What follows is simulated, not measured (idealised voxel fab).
You're looking at the process module voxel transistor to metal.
We display cut, a cross-section 215 nm in width whose square cells are each 5 nm.
In this document a cross-section is written as a grid of square cells. It is given as a series of bands, listed from the top down, and a band is one or more rows of cells.
Read a band's entry like this: the first values are the height of its top and the height of its bottom in nm, and what follows is the sequence of materials from left to right, each with its width in nm. Note that "blank" is empty space, and that a single material marked "full width" reaches across the band from edge to edge.
Heights are measured from 0, the level below which the as-received wafer is all one material; the lowest band has no bottom and continues downward, written as in "0 -> down".
Quick explanation for "30..40": the width changes in equal steps down the rows of cells, from the first number in the band's top row to the second number in its bottom row.
"left unchanged" means the step left every cell of the cross-section as it was.
You'll see "Tabulated closed voids" listing empty spaces that have no way open to the top, as long as they're 8 cells or more; the notation is width x height at distance, where the distance is from the left edge, and all of it is in nm.
Post-settings text on a step line: simulator's own remark regarding the step.
"overlay nm" answers the question of how far to the right of plan the mask lay on a step that has a mask, and when it is negative the answer is to the left.
## Process steps foreseen in the plan
- 1: RECEIVE: material Si
- 2: OXIDIZE: depth nm 5
- 3: CONFORMAL_DEP: material SiN, thk nm 15
- 4: DIRECTIONAL_DEP: material aC, thk nm 15
- 5: PATTERN: tone cover, mask id ACTIVE, material resist, width nm 105, thk nm 35, overlay nm 0
- 6: DIRECTIONAL_ETCH: etch materials aC, depth nm 15
- 7: STRIP: etch materials resist
- 8: DIRECTIONAL_ETCH: etch materials SiN, depth nm 15
- 9: DIRECTIONAL_ETCH: etch materials SiO2, depth nm 5
- 10: DIRECTIONAL_ETCH: etch materials Si, depth nm 30
- 11: STRIP: etch materials aC
- 12: FILL_DEP: material SiO2, thk nm 10
- 13: CMP: height nm 15
- 14: SELECTIVE_ETCH: etch materials SiO2, depth nm 10
- 15: STRIP: etch materials SiN
- 16: SELECTIVE_ETCH: etch materials SiO2, depth nm 5
- 17: OXIDIZE: depth nm 5
- 18: DIRECTIONAL_DEP: material polySi, thk nm 30
- 19: DIRECTIONAL_DEP: material SiCN, thk nm 15
- 20: DIRECTIONAL_DEP: material aC, thk nm 10
- 21: PATTERN: tone cover, mask id GATE, material resist, width nm 25, thk nm 25, overlay nm 0
- 22: DIRECTIONAL_ETCH: etch materials aC, depth nm 10
- 23: STRIP: etch materials resist
- 24: DIRECTIONAL_ETCH: etch materials SiCN, depth nm 25
- 25: DIRECTIONAL_ETCH: etch materials polySi, depth nm 40
- 26: STRIP: etch materials aC
- 27: CONFORMAL_DEP: material SiN, thk nm 10
- 28: DIRECTIONAL_ETCH: etch materials SiN, depth nm 10
- 29: DIRECTIONAL_ETCH: etch materials SiO2, depth nm 5
- 30: DIRECTIONAL_ETCH: etch materials Si, depth nm 10
- 31: EPI: material nSi, thk nm 10
- 32: FILL_DEP: material SiO2, thk nm 10
- 33: CMP: height nm 40
- 34: DIRECTIONAL_DEP: material SiO2, thk nm 15
- 35: PATTERN: tone open, mask id CONTACT, material resist, width nm 20, pitch nm 75, thk nm 15, overlay nm 0
- 36: DIRECTIONAL_ETCH: etch materials SiO2, depth nm 65
- 37: STRIP: etch materials resist
- 38: CONFORMAL_DEP: material TiN, thk nm 5
- 39: FILL_DEP: material Ru, thk nm 5
- 40: CMP: height nm 55
- 41: DIRECTIONAL_DEP: material TiN, thk nm 5
- 42: DIRECTIONAL_DEP: material W, thk nm 25
- 43: DIRECTIONAL_DEP: material aC, thk nm 15
- 44: PATTERN: tone cover, mask id METAL_1, material resist, width nm 20, pitch nm 75, thk nm 30, overlay nm 0
- 45: DIRECTIONAL_ETCH: etch materials aC, depth nm 15
- 46: STRIP: etch materials resist
- 47: DIRECTIONAL_ETCH: etch materials W, depth nm 25
- 48: DIRECTIONAL_ETCH: etch materials TiN, depth nm 5
- 49: STRIP: etch materials aC
- 50: CONFORMAL_DEP: material SiCN, thk nm 5
- 51: FILL_DEP: material SiO2, thk nm 5
- 52: CMP: height nm 85
- 53: CONFORMAL_DEP: material SiN, thk nm 5
## First of two wafers - as planned
## Cross-section: wafer on arrival = after step 1
	0 -> down  Si full width
	Tabulated closed voids: none
## Cross-section: wafer state after step 2
	0 -> -5  SiO2 full width
	Nothing below the height -5 has changed.
## Cross-section: wafer state after step 3
	15 -> 0  SiN full width
	Nothing below the height 0 has changed.
## Cross-section: wafer state after step 4
	30 -> 15  aC full width
	Nothing below the height 15 has changed.
## Cross-section: wafer state after step 5
	65 -> 30  blank: 55 / resist: 105 / blank: 55
	Nothing below the height 30 has changed.
## Cross-section: wafer state after step 6
	50 -> 30  blank: 55 / resist: 105 / blank: 55
	30 -> 15  blank: 55 / aC: 105 / blank: 55
	Nothing below the height 15 has changed.
## Cross-section: wafer state after step 7
	30 -> 15  blank: 55 / aC: 105 / blank: 55
	Nothing below the height 15 has changed.
## Cross-section: wafer state after step 8
	30 -> 15  blank: 55 / aC: 105 / blank: 55
	15 -> 0  blank: 55 / SiN: 105 / blank: 55
	Nothing below the height 0 has changed.
## Cross-section: wafer state after step 9
	30 -> 15  blank: 55 / aC: 105 / blank: 55
	15 -> 0  blank: 55 / SiN: 105 / blank: 55
	0 -> -5  blank: 55 / SiO2: 105 / blank: 55
	Nothing below the height -5 has changed.
## Cross-section: wafer state after step 10
	30 -> 15  blank: 55 / aC: 105 / blank: 55
	15 -> 0  blank: 55 / SiN: 105 / blank: 55
	0 -> -5  blank: 55 / SiO2: 105 / blank: 55
	-5 -> -35  blank: 55 / Si: 105 / blank: 55
	Nothing below the height -35 has changed.
## Cross-section: wafer state after step 11
	15 -> 0  blank: 55 / SiN: 105 / blank: 55
	Nothing below the height 0 has changed.
## Cross-section: wafer state after step 12
	25 -> 15  SiO2 full width
	15 -> 0  SiO2: 55 / SiN: 105 / SiO2: 55
	0 -> -5  SiO2 full width
	-5 -> -35  SiO2: 55 / Si: 105 / SiO2: 55
	Nothing below the height -35 has changed.
## Cross-section: wafer state after step 13
	15 -> 0  SiO2: 55 / SiN: 105 / SiO2: 55
	Nothing below the height 0 has changed.
## Cross-section: wafer state after step 14
	15 -> 5  blank: 55 / SiN: 105 / blank: 55
	Nothing below the height 5 has changed.
## Cross-section: wafer state after step 15
	5 -> 0  SiO2: 55 / blank: 105 / SiO2: 55
	Nothing below the height 0 has changed.
## Cross-section: wafer state after step 16
	0 -> -5  SiO2: 50 / blank: 115 / SiO2: 50
	Nothing below the height -5 has changed.
## Cross-section: wafer state after step 17
	0 -> -5  SiO2: 50 / blank: 115 / SiO2: 50
	-5 -> -10  SiO2 full width
	Nothing below the height -10 has changed.
## Cross-section: wafer state after step 18
	30 -> 25  polySi: 50 / blank: 115 / polySi: 50
	25 -> 0  polySi full width
	0 -> -5  SiO2: 50 / polySi: 115 / SiO2: 50
	Nothing below the height -5 has changed.
## Cross-section: wafer state after step 19
	45 -> 40  SiCN: 50 / blank: 115 / SiCN: 50
	40 -> 30  SiCN full width
	30 -> 25  polySi: 50 / SiCN: 115 / polySi: 50
	Nothing below the height 25 has changed.
## Cross-section: wafer state after step 20
	55 -> 50  aC: 50 / blank: 115 / aC: 50
	50 -> 45  aC full width
	45 -> 40  SiCN: 50 / aC: 115 / SiCN: 50
	Nothing below the height 40 has changed.
## Cross-section: wafer state after step 21
	80 -> 55  blank: 95 / resist: 25 / blank: 95
	55 -> 50  aC: 50 / blank: 45 / resist: 25 / blank: 45 / aC: 50
	Nothing below the height 50 has changed.
## Cross-section: wafer state after step 22
	70 -> 50  blank: 95 / resist: 25 / blank: 95
	50 -> 45  blank: 95 / aC: 25 / blank: 95
	45 -> 40  SiCN: 50 / blank: 45 / aC: 25 / blank: 45 / SiCN: 50
	Nothing below the height 40 has changed.
## Cross-section: wafer state after step 23
	50 -> 45  blank: 95 / aC: 25 / blank: 95
	Nothing below the height 45 has changed.
## Cross-section: wafer state after step 24
	50 -> 40  blank: 95 / aC: 25 / blank: 95
	40 -> 30  blank: 95 / SiCN: 25 / blank: 95
	30 -> 25  polySi: 50 / blank: 45 / SiCN: 25 / blank: 45 / polySi: 50
	Nothing below the height 25 has changed.
## Cross-section: wafer state after step 25
	50 -> 40  blank: 95 / aC: 25 / blank: 95
	40 -> 25  blank: 95 / SiCN: 25 / blank: 95
	25 -> 0  blank: 95 / polySi: 25 / blank: 95
	0 -> -5  SiO2: 50 / blank: 45 / polySi: 25 / blank: 45 / SiO2: 50
	Nothing below the height -5 has changed.
## Cross-section: wafer state after step 26
	40 -> 25  blank: 95 / SiCN: 25 / blank: 95
	Nothing below the height 25 has changed.
## Cross-section: wafer state after step 27
	50 -> 40  blank: 85 / SiN: 45 / blank: 85
	40 -> 25  blank: 85 / SiN: 10 / SiCN: 25 / SiN: 10 / blank: 85
	25 -> 10  blank: 85 / SiN: 10 / polySi: 25 / SiN: 10 / blank: 85
	10 -> 5  SiN: 60 / blank: 25 / SiN: 10 / polySi: 25 / SiN: 10 / blank: 25 / SiN: 60
	5 -> 0  SiN: 95 / polySi: 25 / SiN: 95
	0 -> -5  SiO2: 50 / SiN: 45 / polySi: 25 / SiN: 45 / SiO2: 50
	Nothing below the height -5 has changed.
## Cross-section: wafer state after step 28
	40 -> 25  blank: 85 / SiN: 10 / SiCN: 25 / SiN: 10 / blank: 85
	25 -> 0  blank: 85 / SiN: 10 / polySi: 25 / SiN: 10 / blank: 85
	0 -> -5  SiO2: 50 / SiN: 10 / blank: 25 / SiN: 10 / polySi: 25 / SiN: 10 / blank: 25 / SiN: 10 / SiO2: 50
	Nothing below the height -5 has changed.
## Cross-section: wafer state after step 29
	40 -> 25  blank: 85 / SiN: 10 / SiCN: 25 / SiN: 10 / blank: 85
	25 -> 0  blank: 85 / SiN: 10 / polySi: 25 / SiN: 10 / blank: 85
	0 -> -5  blank: 50 / SiN: 10 / blank: 25 / SiN: 10 / polySi: 25 / SiN: 10 / blank: 25 / SiN: 10 / blank: 50
	-5 -> -10  SiO2: 60 / blank: 25 / SiO2: 45 / blank: 25 / SiO2: 60
	Nothing below the height -10 has changed.
## Cross-section: wafer state after step 30
	40 -> 25  blank: 85 / SiN: 10 / SiCN: 25 / SiN: 10 / blank: 85
	25 -> 0  blank: 85 / SiN: 10 / polySi: 25 / SiN: 10 / blank: 85
	0 -> -5  blank: 50 / SiN: 10 / blank: 25 / SiN: 10 / polySi: 25 / SiN: 10 / blank: 25 / SiN: 10 / blank: 50
	-5 -> -10  SiO2: 60 / blank: 25 / SiO2: 45 / blank: 25 / SiO2: 60
	-10 -> -20  SiO2: 55 / Si: 5 / blank: 25 / Si: 45 / blank: 25 / Si: 5 / SiO2: 55
	Nothing below the height -20 has changed.
## Cross-section: wafer state after step 31
	40 -> 25  blank: 85 / SiN: 10 / SiCN: 25 / SiN: 10 / blank: 85
	25 -> 0  blank: 85 / SiN: 10 / polySi: 25 / SiN: 10 / blank: 85
	0 -> -5  blank: 50 / SiN: 10 / nSi: 10 / blank: 5 / nSi: 10 / SiN: 10 / polySi: 25 / SiN: 10 / nSi: 10 / blank: 5 / nSi: 10 / SiN: 10 / blank: 50
	-5 -> -10  SiO2: 60 / nSi: 10 / blank: 5 / nSi: 10 / SiO2: 45 / nSi: 10 / blank: 5 / nSi: 10 / SiO2: 60
	-10 -> -20  SiO2: 55 / Si: 5 / nSi: 25 / Si: 45 / nSi: 25 / Si: 5 / SiO2: 55
	Nothing below the height -20 has changed.
## Cross-section: wafer state after step 32
	50 -> 40  SiO2 full width
	40 -> 25  SiO2: 85 / SiN: 10 / SiCN: 25 / SiN: 10 / SiO2: 85
	25 -> 0  SiO2: 85 / SiN: 10 / polySi: 25 / SiN: 10 / SiO2: 85
	0 -> -5  SiO2: 50 / SiN: 10 / nSi: 10 / SiO2: 5 / nSi: 10 / SiN: 10 / polySi: 25 / SiN: 10 / nSi: 10 / SiO2: 5 / nSi: 10 / SiN: 10 / SiO2: 50
	-5 -> -10  SiO2: 60 / nSi: 10 / SiO2: 5 / nSi: 10 / SiO2: 45 / nSi: 10 / SiO2: 5 / nSi: 10 / SiO2: 60
	Nothing below the height -10 has changed.
## Cross-section: wafer state after step 33
	40 -> 25  SiO2: 85 / SiN: 10 / SiCN: 25 / SiN: 10 / SiO2: 85
	Nothing below the height 25 has changed.
## Cross-section: wafer state after step 34
	55 -> 40  SiO2 full width
	Nothing below the height 40 has changed.
## Cross-section: wafer state after step 35
	70 -> 55  resist: 60 / blank: 20 / resist: 55 / blank: 20 / resist: 60
	Nothing below the height 55 has changed.
## Cross-section: wafer state after step 36
	70 -> 55  resist: 60 / blank: 20 / resist: 55 / blank: 20 / resist: 60
	55 -> 40  SiO2: 60 / blank: 20 / SiO2: 55 / blank: 20 / SiO2: 60
	40 -> 25  SiO2: 60 / blank: 20 / SiO2: 5 / SiN: 10 / SiCN: 25 / SiN: 10 / SiO2: 5 / blank: 20 / SiO2: 60
	25 -> 0  SiO2: 60 / blank: 20 / SiO2: 5 / SiN: 10 / polySi: 25 / SiN: 10 / SiO2: 5 / blank: 20 / SiO2: 60
	0 -> -5  SiO2: 50 / SiN: 10 / nSi: 10 / blank: 5 / nSi: 10 / SiN: 10 / polySi: 25 / SiN: 10 / nSi: 10 / blank: 5 / nSi: 10 / SiN: 10 / SiO2: 50
	-5 -> -10  SiO2: 60 / nSi: 10 / blank: 5 / nSi: 10 / SiO2: 45 / nSi: 10 / blank: 5 / nSi: 10 / SiO2: 60
	Nothing below the height -10 has changed.
## Cross-section: wafer state after step 37
	55 -> 40  SiO2: 60 / blank: 20 / SiO2: 55 / blank: 20 / SiO2: 60
	Nothing below the height 40 has changed.
## Cross-section: wafer state after step 38
	60 -> 55  TiN: 65 / blank: 10 / TiN: 65 / blank: 10 / TiN: 65
	55 -> 40  SiO2: 60 / TiN: 5 / blank: 10 / TiN: 5 / SiO2: 55 / TiN: 5 / blank: 10 / TiN: 5 / SiO2: 60
	40 -> 25  SiO2: 60 / TiN: 5 / blank: 10 / TiN: 5 / SiO2: 5 / SiN: 10 / SiCN: 25 / SiN: 10 / SiO2: 5 / TiN: 5 / blank: 10 / TiN: 5 / SiO2: 60
	25 -> 5  SiO2: 60 / TiN: 5 / blank: 10 / TiN: 5 / SiO2: 5 / SiN: 10 / polySi: 25 / SiN: 10 / SiO2: 5 / TiN: 5 / blank: 10 / TiN: 5 / SiO2: 60
	5 -> 0  SiO2: 60 / TiN: 20 / SiO2: 5 / SiN: 10 / polySi: 25 / SiN: 10 / SiO2: 5 / TiN: 20 / SiO2: 60
	0 -> -5  SiO2: 50 / SiN: 10 / nSi: 10 / TiN: 5 / nSi: 10 / SiN: 10 / polySi: 25 / SiN: 10 / nSi: 10 / TiN: 5 / nSi: 10 / SiN: 10 / SiO2: 50
	-5 -> -10  SiO2: 60 / nSi: 10 / TiN: 5 / nSi: 10 / SiO2: 45 / nSi: 10 / TiN: 5 / nSi: 10 / SiO2: 60
	Nothing below the height -10 has changed.
## Cross-section: wafer state after step 39
	65 -> 60  Ru full width
	60 -> 55  TiN: 65 / Ru: 10 / TiN: 65 / Ru: 10 / TiN: 65
	55 -> 40  SiO2: 60 / TiN: 5 / Ru: 10 / TiN: 5 / SiO2: 55 / TiN: 5 / Ru: 10 / TiN: 5 / SiO2: 60
	40 -> 25  SiO2: 60 / TiN: 5 / Ru: 10 / TiN: 5 / SiO2: 5 / SiN: 10 / SiCN: 25 / SiN: 10 / SiO2: 5 / TiN: 5 / Ru: 10 / TiN: 5 / SiO2: 60
	25 -> 5  SiO2: 60 / TiN: 5 / Ru: 10 / TiN: 5 / SiO2: 5 / SiN: 10 / polySi: 25 / SiN: 10 / SiO2: 5 / TiN: 5 / Ru: 10 / TiN: 5 / SiO2: 60
	Nothing below the height 5 has changed.
## Cross-section: wafer state after step 40
	55 -> 40  SiO2: 60 / TiN: 5 / Ru: 10 / TiN: 5 / SiO2: 55 / TiN: 5 / Ru: 10 / TiN: 5 / SiO2: 60
	Nothing below the height 40 has changed.
## Cross-section: wafer state after step 41
	60 -> 55  TiN full width
	Nothing below the height 55 has changed.
## Cross-section: wafer state after step 42
	85 -> 60  W full width
	Nothing below the height 60 has changed.
## Cross-section: wafer state after step 43
	100 -> 85  aC full width
	Nothing below the height 85 has changed.
## Cross-section: wafer state after step 44
	130 -> 100  blank: 60 / resist: 20 / blank: 55 / resist: 20 / blank: 60
	Nothing below the height 100 has changed.
## Cross-section: wafer state after step 45
	115 -> 100  blank: 60 / resist: 20 / blank: 55 / resist: 20 / blank: 60
	100 -> 85  blank: 60 / aC: 20 / blank: 55 / aC: 20 / blank: 60
	Nothing below the height 85 has changed.
## Cross-section: wafer state after step 46
	100 -> 85  blank: 60 / aC: 20 / blank: 55 / aC: 20 / blank: 60
	Nothing below the height 85 has changed.
## Cross-section: wafer state after step 47
	100 -> 85  blank: 60 / aC: 20 / blank: 55 / aC: 20 / blank: 60
	85 -> 60  blank: 60 / W: 20 / blank: 55 / W: 20 / blank: 60
	Nothing below the height 60 has changed.
## Cross-section: wafer state after step 48
	100 -> 85  blank: 60 / aC: 20 / blank: 55 / aC: 20 / blank: 60
	85 -> 60  blank: 60 / W: 20 / blank: 55 / W: 20 / blank: 60
	60 -> 55  blank: 60 / TiN: 20 / blank: 55 / TiN: 20 / blank: 60
	Nothing below the height 55 has changed.
## Cross-section: wafer state after step 49
	85 -> 60  blank: 60 / W: 20 / blank: 55 / W: 20 / blank: 60
	Nothing below the height 60 has changed.
## Cross-section: wafer state after step 50
	90 -> 85  blank: 55 / SiCN: 30 / blank: 45 / SiCN: 30 / blank: 55
	85 -> 60  blank: 55 / SiCN: 5 / W: 20 / SiCN: 5 / blank: 45 / SiCN: 5 / W: 20 / SiCN: 5 / blank: 55
	60 -> 55  SiCN: 60 / TiN: 20 / SiCN: 55 / TiN: 20 / SiCN: 60
	Nothing below the height 55 has changed.
## Cross-section: wafer state after step 51
	95 -> 90  SiO2 full width
	90 -> 85  SiO2: 55 / SiCN: 30 / SiO2: 45 / SiCN: 30 / SiO2: 55
	85 -> 60  SiO2: 55 / SiCN: 5 / W: 20 / SiCN: 5 / SiO2: 45 / SiCN: 5 / W: 20 / SiCN: 5 / SiO2: 55
	Nothing below the height 60 has changed.
## Cross-section: wafer state after step 52
	85 -> 60  SiO2: 55 / SiCN: 5 / W: 20 / SiCN: 5 / SiO2: 45 / SiCN: 5 / W: 20 / SiCN: 5 / SiO2: 55
	Nothing below the height 60 has changed.
## Cross-section: wafer state after step 53
	90 -> 85  SiN full width
	Nothing below the height 85 has changed.
## Second wafer: same start and same plan as the first, one execution error; identical to the first through step 16
## Cross-section, second wafer, at the end time the plan gives for step 17
	0 -> -5  SiO2: 50 / blank: 115 / SiO2: 50
	-5 -> -20  SiO2 full width
	Nothing below the height -20 has changed.
## Cross-section, second wafer, at the end time the plan gives for step 18
	30 -> 25  polySi: 50 / blank: 115 / polySi: 50
	25 -> 0  polySi full width
	0 -> -5  SiO2: 50 / polySi: 115 / SiO2: 50
	Nothing below the height -5 has changed.
## Cross-section, second wafer, at the end time the plan gives for step 19
	45 -> 40  SiCN: 50 / blank: 115 / SiCN: 50
	40 -> 30  SiCN full width
	30 -> 25  polySi: 50 / SiCN: 115 / polySi: 50
	Nothing below the height 25 has changed.
## Cross-section, second wafer, at the end time the plan gives for step 20
	55 -> 50  aC: 50 / blank: 115 / aC: 50
	50 -> 45  aC full width
	45 -> 40  SiCN: 50 / aC: 115 / SiCN: 50
	Nothing below the height 40 has changed.
## Cross-section, second wafer, at the end time the plan gives for step 21
	80 -> 55  blank: 95 / resist: 25 / blank: 95
	55 -> 50  aC: 50 / blank: 45 / resist: 25 / blank: 45 / aC: 50
	Nothing below the height 50 has changed.
## Cross-section, second wafer, at the end time the plan gives for step 22
	70 -> 50  blank: 95 / resist: 25 / blank: 95
	50 -> 45  blank: 95 / aC: 25 / blank: 95
	45 -> 40  SiCN: 50 / blank: 45 / aC: 25 / blank: 45 / SiCN: 50
	Nothing below the height 40 has changed.
## Cross-section, second wafer, at the end time the plan gives for step 23
	50 -> 45  blank: 95 / aC: 25 / blank: 95
	Nothing below the height 45 has changed.
## Cross-section, second wafer, at the end time the plan gives for step 24
	50 -> 40  blank: 95 / aC: 25 / blank: 95
	40 -> 30  blank: 95 / SiCN: 25 / blank: 95
	30 -> 25  polySi: 50 / blank: 45 / SiCN: 25 / blank: 45 / polySi: 50
	Nothing below the height 25 has changed.
## Cross-section, second wafer, at the end time the plan gives for step 25
	50 -> 40  blank: 95 / aC: 25 / blank: 95
	40 -> 25  blank: 95 / SiCN: 25 / blank: 95
	25 -> 0  blank: 95 / polySi: 25 / blank: 95
	0 -> -5  SiO2: 50 / blank: 45 / polySi: 25 / blank: 45 / SiO2: 50
	Nothing below the height -5 has changed.
## Cross-section, second wafer, at the end time the plan gives for step 26
	40 -> 25  blank: 95 / SiCN: 25 / blank: 95
	Nothing below the height 25 has changed.
## Cross-section, second wafer, at the end time the plan gives for step 27
	50 -> 40  blank: 85 / SiN: 45 / blank: 85
	40 -> 25  blank: 85 / SiN: 10 / SiCN: 25 / SiN: 10 / blank: 85
	25 -> 10  blank: 85 / SiN: 10 / polySi: 25 / SiN: 10 / blank: 85
	10 -> 5  SiN: 60 / blank: 25 / SiN: 10 / polySi: 25 / SiN: 10 / blank: 25 / SiN: 60
	5 -> 0  SiN: 95 / polySi: 25 / SiN: 95
	0 -> -5  SiO2: 50 / SiN: 45 / polySi: 25 / SiN: 45 / SiO2: 50
	Nothing below the height -5 has changed.
## Cross-section, second wafer, at the end time the plan gives for step 28
	40 -> 25  blank: 85 / SiN: 10 / SiCN: 25 / SiN: 10 / blank: 85
	25 -> 0  blank: 85 / SiN: 10 / polySi: 25 / SiN: 10 / blank: 85
	0 -> -5  SiO2: 50 / SiN: 10 / blank: 25 / SiN: 10 / polySi: 25 / SiN: 10 / blank: 25 / SiN: 10 / SiO2: 50
	Nothing below the height -5 has changed.
## Cross-section, second wafer, at the end time the plan gives for step 29
	40 -> 25  blank: 85 / SiN: 10 / SiCN: 25 / SiN: 10 / blank: 85
	25 -> 0  blank: 85 / SiN: 10 / polySi: 25 / SiN: 10 / blank: 85
	0 -> -5  blank: 50 / SiN: 10 / blank: 25 / SiN: 10 / polySi: 25 / SiN: 10 / blank: 25 / SiN: 10 / blank: 50
	-5 -> -10  SiO2: 60 / blank: 25 / SiO2: 45 / blank: 25 / SiO2: 60
	Nothing below the height -10 has changed.
Cross-section, second wafer, at the end time the plan gives for step 30: left unchanged
Cross-section, second wafer, at the end time the plan gives for step 31: left unchanged
## Cross-section, second wafer, at the end time the plan gives for step 32
	50 -> 40  SiO2 full width
	40 -> 25  SiO2: 85 / SiN: 10 / SiCN: 25 / SiN: 10 / SiO2: 85
	25 -> 0  SiO2: 85 / SiN: 10 / polySi: 25 / SiN: 10 / SiO2: 85
	0 -> -5  SiO2: 50 / SiN: 10 / SiO2: 25 / SiN: 10 / polySi: 25 / SiN: 10 / SiO2: 25 / SiN: 10 / SiO2: 50
	-5 -> -20  SiO2 full width
	Nothing below the height -20 has changed.
## Cross-section, second wafer, at the end time the plan gives for step 33
	40 -> 25  SiO2: 85 / SiN: 10 / SiCN: 25 / SiN: 10 / SiO2: 85
	Nothing below the height 25 has changed.
## Cross-section, second wafer, at the end time the plan gives for step 34
	55 -> 40  SiO2 full width
	Nothing below the height 40 has changed.
## Cross-section, second wafer, at the end time the plan gives for step 35
	70 -> 55  resist: 60 / blank: 20 / resist: 55 / blank: 20 / resist: 60
	Nothing below the height 55 has changed.
## Cross-section, second wafer, at the end time the plan gives for step 36
	70 -> 55  resist: 60 / blank: 20 / resist: 55 / blank: 20 / resist: 60
	55 -> 40  SiO2: 60 / blank: 20 / SiO2: 55 / blank: 20 / SiO2: 60
	40 -> 25  SiO2: 60 / blank: 20 / SiO2: 5 / SiN: 10 / SiCN: 25 / SiN: 10 / SiO2: 5 / blank: 20 / SiO2: 60
	25 -> 0  SiO2: 60 / blank: 20 / SiO2: 5 / SiN: 10 / polySi: 25 / SiN: 10 / SiO2: 5 / blank: 20 / SiO2: 60
	0 -> -5  SiO2: 50 / SiN: 10 / blank: 20 / SiO2: 5 / SiN: 10 / polySi: 25 / SiN: 10 / SiO2: 5 / blank: 20 / SiN: 10 / SiO2: 50
	-5 -> -10  SiO2: 60 / blank: 20 / SiO2: 55 / blank: 20 / SiO2: 60
	Nothing below the height -10 has changed.
## Cross-section, second wafer, at the end time the plan gives for step 37
	55 -> 40  SiO2: 60 / blank: 20 / SiO2: 55 / blank: 20 / SiO2: 60
	Nothing below the height 40 has changed.
## Cross-section, second wafer, at the end time the plan gives for step 38
	60 -> 55  TiN: 65 / blank: 10 / TiN: 65 / blank: 10 / TiN: 65
	55 -> 40  SiO2: 60 / TiN: 5 / blank: 10 / TiN: 5 / SiO2: 55 / TiN: 5 / blank: 10 / TiN: 5 / SiO2: 60
	40 -> 25  SiO2: 60 / TiN: 5 / blank: 10 / TiN: 5 / SiO2: 5 / SiN: 10 / SiCN: 25 / SiN: 10 / SiO2: 5 / TiN: 5 / blank: 10 / TiN: 5 / SiO2: 60
	25 -> 0  SiO2: 60 / TiN: 5 / blank: 10 / TiN: 5 / SiO2: 5 / SiN: 10 / polySi: 25 / SiN: 10 / SiO2: 5 / TiN: 5 / blank: 10 / TiN: 5 / SiO2: 60
	0 -> -5  SiO2: 50 / SiN: 10 / TiN: 5 / blank: 10 / TiN: 5 / SiO2: 5 / SiN: 10 / polySi: 25 / SiN: 10 / SiO2: 5 / TiN: 5 / blank: 10 / TiN: 5 / SiN: 10 / SiO2: 50
	-5 -> -10  SiO2: 60 / TiN: 20 / SiO2: 55 / TiN: 20 / SiO2: 60
	Nothing below the height -10 has changed.
## Cross-section, second wafer, at the end time the plan gives for step 39
	65 -> 60  Ru full width
	60 -> 55  TiN: 65 / Ru: 10 / TiN: 65 / Ru: 10 / TiN: 65
	55 -> 40  SiO2: 60 / TiN: 5 / Ru: 10 / TiN: 5 / SiO2: 55 / TiN: 5 / Ru: 10 / TiN: 5 / SiO2: 60
	40 -> 25  SiO2: 60 / TiN: 5 / Ru: 10 / TiN: 5 / SiO2: 5 / SiN: 10 / SiCN: 25 / SiN: 10 / SiO2: 5 / TiN: 5 / Ru: 10 / TiN: 5 / SiO2: 60
	25 -> 0  SiO2: 60 / TiN: 5 / Ru: 10 / TiN: 5 / SiO2: 5 / SiN: 10 / polySi: 25 / SiN: 10 / SiO2: 5 / TiN: 5 / Ru: 10 / TiN: 5 / SiO2: 60
	0 -> -5  SiO2: 50 / SiN: 10 / TiN: 5 / Ru: 10 / TiN: 5 / SiO2: 5 / SiN: 10 / polySi: 25 / SiN: 10 / SiO2: 5 / TiN: 5 / Ru: 10 / TiN: 5 / SiN: 10 / SiO2: 50
	Nothing below the height -5 has changed.
## Cross-section, second wafer, at the end time the plan gives for step 40
	55 -> 40  SiO2: 60 / TiN: 5 / Ru: 10 / TiN: 5 / SiO2: 55 / TiN: 5 / Ru: 10 / TiN: 5 / SiO2: 60
	Nothing below the height 40 has changed.
## Cross-section, second wafer, at the end time the plan gives for step 41
	60 -> 55  TiN full width
	Nothing below the height 55 has changed.
## Cross-section, second wafer, at the end time the plan gives for step 42
	85 -> 60  W full width
	Nothing below the height 60 has changed.
## Cross-section, second wafer, at the end time the plan gives for step 43
	100 -> 85  aC full width
	Nothing below the height 85 has changed.
## Cross-section, second wafer, at the end time the plan gives for step 44
	130 -> 100  blank: 60 / resist: 20 / blank: 55 / resist: 20 / blank: 60
	Nothing below the height 100 has changed.
## Cross-section, second wafer, at the end time the plan gives for step 45
	115 -> 100  blank: 60 / resist: 20 / blank: 55 / resist: 20 / blank: 60
	100 -> 85  blank: 60 / aC: 20 / blank: 55 / aC: 20 / blank: 60
	Nothing below the height 85 has changed.
## Cross-section, second wafer, at the end time the plan gives for step 46
	100 -> 85  blank: 60 / aC: 20 / blank: 55 / aC: 20 / blank: 60
	Nothing below the height 85 has changed.
## Cross-section, second wafer, at the end time the plan gives for step 47
	100 -> 85  blank: 60 / aC: 20 / blank: 55 / aC: 20 / blank: 60
	85 -> 60  blank: 60 / W: 20 / blank: 55 / W: 20 / blank: 60
	Nothing below the height 60 has changed.
## Cross-section, second wafer, at the end time the plan gives for step 48
	100 -> 85  blank: 60 / aC: 20 / blank: 55 / aC: 20 / blank: 60
	85 -> 60  blank: 60 / W: 20 / blank: 55 / W: 20 / blank: 60
	60 -> 55  blank: 60 / TiN: 20 / blank: 55 / TiN: 20 / blank: 60
	Nothing below the height 55 has changed.
## Cross-section, second wafer, at the end time the plan gives for step 49
	85 -> 60  blank: 60 / W: 20 / blank: 55 / W: 20 / blank: 60
	Nothing below the height 60 has changed.
## Cross-section, second wafer, at the end time the plan gives for step 50
	90 -> 85  blank: 55 / SiCN: 30 / blank: 45 / SiCN: 30 / blank: 55
	85 -> 60  blank: 55 / SiCN: 5 / W: 20 / SiCN: 5 / blank: 45 / SiCN: 5 / W: 20 / SiCN: 5 / blank: 55
	60 -> 55  SiCN: 60 / TiN: 20 / SiCN: 55 / TiN: 20 / SiCN: 60
	Nothing below the height 55 has changed.
## Cross-section, second wafer, at the end time the plan gives for step 51
	95 -> 90  SiO2 full width
	90 -> 85  SiO2: 55 / SiCN: 30 / SiO2: 45 / SiCN: 30 / SiO2: 55
	85 -> 60  SiO2: 55 / SiCN: 5 / W: 20 / SiCN: 5 / SiO2: 45 / SiCN: 5 / W: 20 / SiCN: 5 / SiO2: 55
	Nothing below the height 60 has changed.
## Cross-section, second wafer, at the end time the plan gives for step 52
	85 -> 60  SiO2: 55 / SiCN: 5 / W: 20 / SiCN: 5 / SiO2: 45 / SiCN: 5 / W: 20 / SiCN: 5 / SiO2: 55
	Nothing below the height 60 has changed.
## Cross-section, second wafer, at the end time the plan gives for step 53
	90 -> 85  SiN full width
	Nothing below the height 85 has changed.
Heads up, the wafer didn't run the way we planned it: step 17 was not run as planned; what actually ran was OXIDIZE: depth nm 15
Cell-count delta at end, second wafer over first, by material: 8 more of Ru, 22 fewer of Si, 46 more of SiO2, 4 more of TiN, 36 fewer of nSi
